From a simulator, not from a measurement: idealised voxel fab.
The name of this process module is voxel wiring stack.
The width of the displayed cross-section, cut, is 280 nm; its cells are square, with a size of 5 nm.
Just so we're on the same page, the cross-sections are grids of square cells, and they're listed out in bands top to bottom, each band one or more rows deep.
A band entry consists of two parts. The first gives the height of the band's top and the height of its bottom, in nm. The rest lists the band's materials from left to right, each with its width in nm. A single material labelled with the word "full width" fills the band from edge to edge, and the word "blank" marks empty space.
Heights are measured from 0, the level below which the as-received wafer is all one material; the lowest band has no bottom and continues downward, written as in "0 down".
The two numbers in a width such as "30->40" mark its ends across the band: the first belongs to the top row of cells, the second to the bottom row, and from each row to the next the width moves by the same amount.
Step note "remains unaltered" = no cross-section cell changed.
"Sealed internal voids" specifies each empty space that is not open to the top and that occupies no fewer than 8 cells, using the form width x height at distance, the distance measured from the left edge and all three quantities in nm.
Step line, after settings: the simulator's comment on this step.
overlay nm: where the mask lay relative to plan, measured to the right, on steps with a mask; negatives go left.
[The process steps that were planned are listed below]
1. RECEIVE | material Si
2. CONFORMAL_DEP | material SiO2 | thk nm 10
3. CONFORMAL_DEP | material SiN | thk nm 5
4. DIRECTIONAL_DEP | material lowk | thk nm 15
5. PATTERN | tone open | mask id METAL_1 | material resist | width nm 20 | pitch nm 35 | thk nm 15 | overlay nm 0
6. DIRECTIONAL_ETCH | etch materials lowk | depth nm 15
7. DIRECTIONAL_ETCH | etch materials SiN | depth nm 5
8. STRIP | etch materials resist
9. CONFORMAL_DEP | material TiN | thk nm 5
10. FILL_DEP | material Ru | thk nm 5
11. CMP | height nm 30
12. CONFORMAL_DEP | material SiCN | thk nm 5
13. DIRECTIONAL_DEP | material lowk | thk nm 30
14. PATTERN | tone open | mask id METAL_2_HOLES | material resist | width nm 15 | pitch nm 35 | thk nm 20 | overlay nm 0
15. DIRECTIONAL_ETCH | etch materials lowk | depth nm 30
16. STRIP | etch materials resist
17. DIRECTIONAL_DEP | material aC | thk nm 10
18. PATTERN | tone open | mask id METAL_2 | material resist | width nm 20 | pitch nm 35 | thk nm 30 | overlay nm 0
19. DIRECTIONAL_ETCH | etch materials aC | depth nm 10
20. STRIP | etch materials resist
21. DIRECTIONAL_ETCH | etch materials lowk | depth nm 20
22. DIRECTIONAL_ETCH | etch materials SiCN | depth nm 5
23. STRIP | etch materials aC
24. CONFORMAL_DEP | material TiN | thk nm 5
25. FILL_DEP | material Cu | thk nm 10
26. CMP | height nm 65
27. CONFORMAL_DEP | material SiCN | thk nm 5
28. DIRECTIONAL_DEP | material SiO2 | thk nm 15
29. MASKED_ETCH | tone open | mask id PLUG_2 | width nm 15 | pitch nm 35 | etch materials SiO2 | depth nm 15 | overlay nm 0
30. MASKED_ETCH | tone open | mask id PLUG_2 | width nm 15 | pitch nm 35 | etch materials SiCN | depth nm 5 | overlay nm 0
31. CONFORMAL_DEP | material TiN | thk nm 5
32. FILL_DEP | material W | thk nm 5
33. CMP | height nm 85
34. CONFORMAL_DEP | material SiN | thk nm 5
35. DIRECTIONAL_DEP | material SiO2 | thk nm 15
36. MASKED_ETCH | tone open | mask id METAL_3 | width nm 20 | pitch nm 35 | etch materials SiO2 | depth nm 15 | overlay nm 0
37. MASKED_ETCH | tone open | mask id METAL_3 | width nm 20 | pitch nm 35 | etch materials SiN | depth nm 5 | overlay nm 0
38. CONFORMAL_DEP | material TiN | thk nm 5
39. FILL_DEP | material Ru | thk nm 10
40. CMP | height nm 105
41. CONFORMAL_DEP | material SiCN | thk nm 5
42. DIRECTIONAL_DEP | material lowk | thk nm 30
43. MASKED_ETCH | tone open | mask id METAL_4 | width nm 20 | pitch nm 35 | etch materials lowk | depth nm 15 | overlay nm 0
44. MASKED_ETCH | tone open | mask id METAL_4_HOLES | width nm 15 | pitch nm 70 | etch materials lowk | depth nm 15 | overlay nm 0
45. MASKED_ETCH | tone open | mask id METAL_4_HOLES | width nm 15 | pitch nm 70 | etch materials SiCN | depth nm 5 | overlay nm 0
46. CONFORMAL_DEP | material TiN | thk nm 5
47. FILL_DEP | material Ru | thk nm 5
48. CMP | height nm 140
49. CONFORMAL_DEP | material SiN | thk nm 5
[Wafer at receipt (post step 1), cross-section]
* 0 down | Si full width
* Sealed internal voids: none
[Cross-section taken at module completion on the first of two wafers; processed per the plan]
* 145 to 140 | SiN full width
* 140 to 130 | 95 nm lowk | 5 nm TiN | 10 nm Ru | 5 nm TiN | 15 nm lowk | 5 nm TiN | 10 nm Ru | 5 nm TiN | 15 nm lowk | 5 nm TiN | 10 nm Ru | 5 nm TiN | 95 nm lowk
* 130 to 125 | 95 nm lowk | 5 nm TiN | 5 nm Ru | 10 nm TiN | 15 nm lowk | 20 nm TiN | 15 nm lowk | 5 nm TiN | 5 nm Ru | 10 nm TiN | 95 nm lowk
* 125 to 110 | 95 nm lowk | 5 nm TiN | 5 nm Ru | 5 nm TiN | 55 nm lowk | 5 nm TiN | 5 nm Ru | 5 nm TiN | 100 nm lowk
* 110 to 105 | 95 nm SiCN | 15 nm TiN | 55 nm SiCN | 15 nm TiN | 100 nm SiCN
* 105 to 90 | 95 nm SiO2 | 5 nm TiN | 10 nm Ru | 5 nm TiN | 15 nm SiO2 | 5 nm TiN | 10 nm Ru | 5 nm TiN | 15 nm SiO2 | 5 nm TiN | 10 nm Ru | 5 nm TiN | 95 nm SiO2
* 90 to 85 | 95 nm SiN | 20 nm TiN | 15 nm SiN | 20 nm TiN | 15 nm SiN | 20 nm TiN | 95 nm SiN
* 85 to 70 | 95 nm SiO2 | 5 nm TiN | 5 nm W | 5 nm TiN | 20 nm SiO2 | 5 nm TiN | 5 nm W | 5 nm TiN | 20 nm SiO2 | 5 nm TiN | 5 nm W | 5 nm TiN | 100 nm SiO2
* 70 to 65 | 95 nm SiCN | 15 nm TiN | 20 nm SiCN | 15 nm TiN | 20 nm SiCN | 15 nm TiN | 100 nm SiCN
* 65 to 50 | 95 nm lowk | 5 nm TiN | 10 nm Cu | 5 nm TiN | 15 nm lowk | 5 nm TiN | 10 nm Cu | 5 nm TiN | 15 nm lowk | 5 nm TiN | 10 nm Cu | 5 nm TiN | 95 nm lowk
* 50 to 45 | 95 nm lowk | 5 nm TiN | 5 nm Cu | 10 nm TiN | 15 nm lowk | 5 nm TiN | 5 nm Cu | 10 nm TiN | 15 nm lowk | 5 nm TiN | 5 nm Cu | 10 nm TiN | 95 nm lowk
* 45 to 35 | 95 nm lowk | 5 nm TiN | 5 nm Cu | 5 nm TiN | 20 nm lowk | 5 nm TiN | 5 nm Cu | 5 nm TiN | 20 nm lowk | 5 nm TiN | 5 nm Cu | 5 nm TiN | 100 nm lowk
* 35 to 30 | 95 nm SiCN | 15 nm TiN | 20 nm SiCN | 15 nm TiN | 20 nm SiCN | 15 nm TiN | 100 nm SiCN
* 30 to 15 | 95 nm lowk | 5 nm TiN | 10 nm Ru | 5 nm TiN | 15 nm lowk | 5 nm TiN | 10 nm Ru | 5 nm TiN | 15 nm lowk | 5 nm TiN | 10 nm Ru | 5 nm TiN | 95 nm lowk
* 15 to 10 | 95 nm SiN | 20 nm TiN | 15 nm SiN | 20 nm TiN | 15 nm SiN | 20 nm TiN | 95 nm SiN
* 10 to 0 | SiO2 full width
* 0 down | Si full width
* Sealed internal voids: none
[Now the second wafer, cross-sectioned at the end of the module. Nothing different at the start, nothing different in the plan compared with the first, just one mistake when it was actually run]
* 145 to 140 | SiN full width
* 140 to 130 | 95 nm lowk | 5 nm TiN | 10 nm Ru | 5 nm TiN | 15 nm lowk | 5 nm TiN | 10 nm Ru | 5 nm TiN | 15 nm lowk | 5 nm TiN | 10 nm Ru | 5 nm TiN | 95 nm lowk
* 130 to 125 | 95 nm lowk | 5 nm TiN | 5 nm Ru | 10 nm TiN | 15 nm lowk | 20 nm TiN | 15 nm lowk | 5 nm TiN | 5 nm Ru | 10 nm TiN | 95 nm lowk
* 125 to 110 | 95 nm lowk | 5 nm TiN | 5 nm Ru | 5 nm TiN | 55 nm lowk | 5 nm TiN | 5 nm Ru | 5 nm TiN | 100 nm lowk
* 110 to 105 | 95 nm SiCN | 15 nm TiN | 55 nm SiCN | 15 nm TiN | 100 nm SiCN
* 105 to 90 | 95 nm SiO2 | 5 nm TiN | 10 nm Ru | 5 nm TiN | 15 nm SiO2 | 5 nm TiN | 10 nm Ru | 5 nm TiN | 15 nm SiO2 | 5 nm TiN | 10 nm Ru | 5 nm TiN | 95 nm SiO2
* 90 to 85 | 95 nm SiN | 20 nm TiN | 15 nm SiN | 20 nm TiN | 15 nm SiN | 20 nm TiN | 95 nm SiN
* 85 to 70 | 95 nm SiO2 | 5 nm TiN | 5 nm W | 5 nm TiN | 20 nm SiO2 | 5 nm TiN | 5 nm W | 5 nm TiN | 20 nm SiO2 | 5 nm TiN | 5 nm W | 5 nm TiN | 100 nm SiO2
* 70 to 65 | 95 nm SiCN | 15 nm TiN | 20 nm SiCN | 15 nm TiN | 20 nm SiCN | 15 nm TiN | 100 nm SiCN
* 65 to 50 | 95 nm lowk | 5 nm TiN | 10 nm Cu | 5 nm TiN | 15 nm lowk | 5 nm TiN | 10 nm Cu | 5 nm TiN | 15 nm lowk | 5 nm TiN | 10 nm Cu | 5 nm TiN | 95 nm lowk
* 50 to 40 | 95 nm lowk | 5 nm TiN | 5 nm Cu | 10->5 nm TiN | 15->20 nm lowk | 5 nm TiN | 5 nm Cu | 10->5 nm TiN | 15->20 nm lowk | 5 nm TiN | 5 nm Cu | 10->5 nm TiN | 95->100 nm lowk
* 40 to 35 | 95 nm lowk | 15 nm TiN | 20 nm lowk | 15 nm TiN | 20 nm lowk | 15 nm TiN | 100 nm lowk
* 35 to 30 | SiO2 full width
* 30 to 15 | 95 nm lowk | 5 nm TiN | 10 nm Ru | 5 nm TiN | 15 nm lowk | 5 nm TiN | 10 nm Ru | 5 nm TiN | 15 nm lowk | 5 nm TiN | 10 nm Ru | 5 nm TiN | 95 nm lowk
* 15 to 10 | 95 nm SiN | 20 nm TiN | 15 nm SiN | 20 nm TiN | 15 nm SiN | 20 nm TiN | 95 nm SiN
* 10 to 0 | SiO2 full width
* 0 down | Si full width
* Sealed internal voids: none
Nonconformance to the process plan: step 12 went in with a setting other than planned; the actual run was CONFORMAL_DEP | material SiO2 | thk nm 5
Bottom line after processing is that, in cells, the second wafer is up or down on some materials versus the first: -3 Cu; -47 SiCN; +56 SiO2; -6 TiN
